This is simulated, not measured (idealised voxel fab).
The following is a process module called voxel capacitor over wiring.
We display cut, a cross-section 300 nm in width whose square cells are each 5 nm.
When this document writes out a cross-section, it uses a grid of square cells and lists it as bands, beginning at the top and moving down, with a band standing for one or more rows of cells. Top height, bottom height, nm. Materials left to right, width each, nm. Single material + "full width" = fills band edge to edge. "air" = empty. Basically, 0 is our baseline, since under it the wafer straight out of the box is all one material. The bottom band has no lower end and keeps on going down, so it looks like "0..down". The width entry "30->40" should be interpreted row by row: the top row of cells in the band takes the first number, the bottom row takes the second number, and the change between adjacent rows is uniform throughout. Key: "nothing changed" - step with no changed cell in the cross-section. "Enclosed empty spaces" means: voids of 8 cells or more that are shut off from the top with no open way through. Written width x height at distance, distance from the left edge, in nm. Post-settings text on a step line: simulator's own remark regarding the step. overlay nm: on a step with a mask, how far right of its planned place the mask lay; negative means left.
Planned step list for the process
1. RECEIVE (material Si)
2. CONFORMAL_DEP (material SiO2; thk nm 15)
3. CONFORMAL_DEP (material SiN; thk nm 5)
4. DIRECTIONAL_DEP (material lowk; thk nm 20)
5. PATTERN (tone open; mask id METAL_1; material resist; width nm 20; pitch nm 90; thk nm 20; overlay nm 0)
6. DIRECTIONAL_ETCH (etch materials lowk; depth nm 20)
7. DIRECTIONAL_ETCH (etch materials SiN; depth nm 5)
8. STRIP (etch materials resist)
9. CONFORMAL_DEP (material TiN; thk nm 5)
10. FILL_DEP (material Cu; thk nm 5)
11. CMP (height nm 40)
12. CONFORMAL_DEP (material SiCN; thk nm 5)
13. DIRECTIONAL_DEP (material lowk; thk nm 20)
14. PATTERN (tone open; mask id PLUG_1; material resist; width nm 15; thk nm 20; overlay nm 0)
15. DIRECTIONAL_ETCH (etch materials lowk; depth nm 20)
16. DIRECTIONAL_ETCH (etch materials SiCN; depth nm 5)
17. STRIP (etch materials resist)
18. CONFORMAL_DEP (material TiN; thk nm 5)
19. FILL_DEP (material Ru; thk nm 10)
20. CMP (height nm 65)
21. DIRECTIONAL_DEP (material TiN; thk nm 5)
22. DIRECTIONAL_DEP (material HfO2; thk nm 5)
23. DIRECTIONAL_DEP (material TiN; thk nm 5)
24. DIRECTIONAL_DEP (material aC; thk nm 15)
25. PATTERN (tone cover; mask id UPPER_PLATE; material resist; width nm 75; thk nm 35; overlay nm 0)
26. DIRECTIONAL_ETCH (etch materials aC; depth nm 15)
27. STRIP (etch materials resist)
28. DIRECTIONAL_ETCH (etch materials TiN; depth nm 5)
29. DIRECTIONAL_ETCH (etch materials HfO2; depth nm 5)
30. STRIP (etch materials aC)
31. MASKED_ETCH (tone cover; mask id LOWER_PLATE; width nm 85; etch materials TiN; depth nm 5; overlay nm 0)
32. FILL_DEP (material SiO2; thk nm 15)
33. CMP (height nm 90)
34. MASKED_ETCH (tone open; mask id PLUG_2; width nm 15; etch materials SiO2; depth nm 10; overlay nm 0)
35. CONFORMAL_DEP (material TiN; thk nm 5)
36. FILL_DEP (material Cu; thk nm 10)
37. CMP (height nm 90)
38. CONFORMAL_DEP (material SiCN; thk nm 5)
The first of a set of two wafers, run to plan
Incoming wafer, cross-sectional view, post step 1
0..down | Si full width
Enclosed empty spaces: none
Step 2 complete: cross-section through the wafer
15..0 | SiO2 full width
Whatever lies below 0 is exactly as it was before.
Step 3 complete: cross-section through the wafer
20..15 | SiN full width
Whatever lies below 15 is exactly as it was before.
Step 4 complete: cross-section through the wafer
40..20 | lowk full width
Whatever lies below 20 is exactly as it was before.
Step 5 complete: cross-section through the wafer
60..40 | resist 95 nm; air 20 nm; resist 70 nm; air 20 nm; resist 95 nm
Whatever lies below 40 is exactly as it was before.
Step 6 complete: cross-section through the wafer
60..40 | resist 95 nm; air 20 nm; resist 70 nm; air 20 nm; resist 95 nm
40..20 | lowk 95 nm; air 20 nm; lowk 70 nm; air 20 nm; lowk 95 nm
Whatever lies below 20 is exactly as it was before.
Step 7 complete: cross-section through the wafer
60..40 | resist 95 nm; air 20 nm; resist 70 nm; air 20 nm; resist 95 nm
40..20 | lowk 95 nm; air 20 nm; lowk 70 nm; air 20 nm; lowk 95 nm
20..15 | SiN 95 nm; air 20 nm; SiN 70 nm; air 20 nm; SiN 95 nm
Whatever lies below 15 is exactly as it was before.
Step 8 complete: cross-section through the wafer
40..20 | lowk 95 nm; air 20 nm; lowk 70 nm; air 20 nm; lowk 95 nm
Whatever lies below 20 is exactly as it was before.
Step 9 complete: cross-section through the wafer
45..40 | TiN 100 nm; air 10 nm; TiN 80 nm; air 10 nm; TiN 100 nm
40..20 | lowk 95 nm; TiN 5 nm; air 10 nm; TiN 5 nm; lowk 70 nm; TiN 5 nm; air 10 nm; TiN 5 nm; lowk 95 nm
20..15 | SiN 95 nm; TiN 20 nm; SiN 70 nm; TiN 20 nm; SiN 95 nm
Whatever lies below 15 is exactly as it was before.
Step 10 complete: cross-section through the wafer
50..45 | Cu full width
45..40 | TiN 100 nm; Cu 10 nm; TiN 80 nm; Cu 10 nm; TiN 100 nm
40..20 | lowk 95 nm; TiN 5 nm; Cu 10 nm; TiN 5 nm; lowk 70 nm; TiN 5 nm; Cu 10 nm; TiN 5 nm; lowk 95 nm
Whatever lies below 20 is exactly as it was before.
Step 11 complete: cross-section through the wafer
40..20 | lowk 95 nm; TiN 5 nm; Cu 10 nm; TiN 5 nm; lowk 70 nm; TiN 5 nm; Cu 10 nm; TiN 5 nm; lowk 95 nm
Whatever lies below 20 is exactly as it was before.
Step 12 complete: cross-section through the wafer
45..40 | SiCN full width
Whatever lies below 40 is exactly as it was before.
Step 13 complete: cross-section through the wafer
65..45 | lowk full width
Whatever lies below 45 is exactly as it was before.
Step 14 complete: cross-section through the wafer
85..65 | resist 100 nm; air 15 nm; resist 185 nm
Whatever lies below 65 is exactly as it was before.
Step 15 complete: cross-section through the wafer
85..65 | resist 100 nm; air 15 nm; resist 185 nm
65..45 | lowk 100 nm; air 15 nm; lowk 185 nm
Whatever lies below 45 is exactly as it was before.
Step 16 complete: cross-section through the wafer
85..65 | resist 100 nm; air 15 nm; resist 185 nm
65..45 | lowk 100 nm; air 15 nm; lowk 185 nm
45..40 | SiCN 100 nm; air 15 nm; SiCN 185 nm
Whatever lies below 40 is exactly as it was before.
Step 17 complete: cross-section through the wafer
65..45 | lowk 100 nm; air 15 nm; lowk 185 nm
Whatever lies below 45 is exactly as it was before.
Step 18 complete: cross-section through the wafer
70..65 | TiN 105 nm; air 5 nm; TiN 190 nm
65..45 | lowk 100 nm; TiN 5 nm; air 5 nm; TiN 5 nm; lowk 185 nm
45..40 | SiCN 100 nm; TiN 15 nm; SiCN 185 nm
Whatever lies below 40 is exactly as it was before.
Step 19 complete: cross-section through the wafer
80..70 | Ru full width
70..65 | TiN 105 nm; Ru 5 nm; TiN 190 nm
65..45 | lowk 100 nm; TiN 5 nm; Ru 5 nm; TiN 5 nm; lowk 185 nm
Whatever lies below 45 is exactly as it was before.
Step 20 complete: cross-section through the wafer
65..45 | lowk 100 nm; TiN 5 nm; Ru 5 nm; TiN 5 nm; lowk 185 nm
Whatever lies below 45 is exactly as it was before.
Step 21 complete: cross-section through the wafer
70..65 | TiN full width
Whatever lies below 65 is exactly as it was before.
Step 22 complete: cross-section through the wafer
75..70 | HfO2 full width
Whatever lies below 70 is exactly as it was before.
Step 23 complete: cross-section through the wafer
80..75 | TiN full width
Whatever lies below 75 is exactly as it was before.
Step 24 complete: cross-section through the wafer
95..80 | aC full width
Whatever lies below 80 is exactly as it was before.
Step 25 complete: cross-section through the wafer
130..95 | air 100 nm; resist 75 nm; air 125 nm
Whatever lies below 95 is exactly as it was before.
Step 26 complete: cross-section through the wafer
115..95 | air 100 nm; resist 75 nm; air 125 nm
95..80 | air 100 nm; aC 75 nm; air 125 nm
Whatever lies below 80 is exactly as it was before.
Step 27 complete: cross-section through the wafer
95..80 | air 100 nm; aC 75 nm; air 125 nm
Whatever lies below 80 is exactly as it was before.
Step 28 complete: cross-section through the wafer
95..80 | air 100 nm; aC 75 nm; air 125 nm
80..75 | air 100 nm; TiN 75 nm; air 125 nm
Whatever lies below 75 is exactly as it was before.
Step 29 complete: cross-section through the wafer
95..80 | air 100 nm; aC 75 nm; air 125 nm
80..75 | air 100 nm; TiN 75 nm; air 125 nm
75..70 | air 100 nm; HfO2 75 nm; air 125 nm
Whatever lies below 70 is exactly as it was before.
Step 30 complete: cross-section through the wafer
80..75 | air 100 nm; TiN 75 nm; air 125 nm
Whatever lies below 75 is exactly as it was before.
Step 31 complete: cross-section through the wafer
80..75 | air 100 nm; TiN 75 nm; air 125 nm
75..70 | air 100 nm; HfO2 75 nm; air 125 nm
70..65 | air 95 nm; TiN 85 nm; air 120 nm
Whatever lies below 65 is exactly as it was before.
Step 32 complete: cross-section through the wafer
95..80 | SiO2 full width
80..75 | SiO2 100 nm; TiN 75 nm; SiO2 125 nm
75..70 | SiO2 100 nm; HfO2 75 nm; SiO2 125 nm
70..65 | SiO2 95 nm; TiN 85 nm; SiO2 120 nm
Whatever lies below 65 is exactly as it was before.
Step 33 complete: cross-section through the wafer
90..80 | SiO2 full width
Whatever lies below 80 is exactly as it was before.
Step 34 complete: cross-section through the wafer
90..80 | SiO2 110 nm; air 15 nm; SiO2 175 nm
Whatever lies below 80 is exactly as it was before.
Step 35 complete: cross-section through the wafer
95..90 | TiN 115 nm; air 5 nm; TiN 180 nm
90..85 | SiO2 110 nm; TiN 5 nm; air 5 nm; TiN 5 nm; SiO2 175 nm
85..75 | SiO2 110->100 nm; TiN 15->75 nm; SiO2 175->125 nm
Whatever lies below 75 is exactly as it was before.
Step 36 complete: cross-section through the wafer
105..95 | Cu full width
95..90 | TiN 115 nm; Cu 5 nm; TiN 180 nm
90..85 | SiO2 110 nm; TiN 5 nm; Cu 5 nm; TiN 5 nm; SiO2 175 nm
Whatever lies below 85 is exactly as it was before.
Step 37 complete: cross-section through the wafer
90..85 | SiO2 110 nm; TiN 5 nm; Cu 5 nm; TiN 5 nm; SiO2 175 nm
Whatever lies below 85 is exactly as it was before.
Step 38 complete: cross-section through the wafer
95..90 | SiCN full width
Whatever lies below 90 is exactly as it was before.
Second wafer: same start and same plan as the first, one execution error; identical to the first through step 33
Second wafer profile in section, at the moment step 34 of the plan was meant to be complete
90..80 | air 110 nm; SiO2 15 nm; air 175 nm
Whatever lies below 80 is exactly as it was before.
Second wafer profile in section, at the moment step 35 of the plan was meant to be complete
95..90 | air 105 nm; TiN 25 nm; air 170 nm
90..85 | air 105 nm; TiN 5 nm; SiO2 15 nm; TiN 5 nm; air 170 nm
85..80 | TiN 110 nm; SiO2 15 nm; TiN 175 nm
Whatever lies below 80 is exactly as it was before.
Second wafer profile in section, at the moment step 36 of the plan was meant to be complete
105..95 | Cu full width
95..90 | Cu 105 nm; TiN 25 nm; Cu 170 nm
90..85 | Cu 105 nm; TiN 5 nm; SiO2 15 nm; TiN 5 nm; Cu 170 nm
Whatever lies below 85 is exactly as it was before.
Second wafer profile in section, at the moment step 37 of the plan was meant to be complete
90..85 | Cu 105 nm; TiN 5 nm; SiO2 15 nm; TiN 5 nm; Cu 170 nm
Whatever lies below 85 is exactly as it was before.
Second wafer profile in section, at the moment step 38 of the plan was meant to be complete
95..90 | SiCN full width
Whatever lies below 90 is exactly as it was before.
Diagnosis: step 34 off recipe, ran as MASKED_ETCH (tone cover; mask id PLUG_2; width nm 15; etch materials SiO2; depth nm 10; overlay nm 0)
Final cells, second wafer relative to first, materials higher or lower: +54 Cu, -108 SiO2, +54 TiN
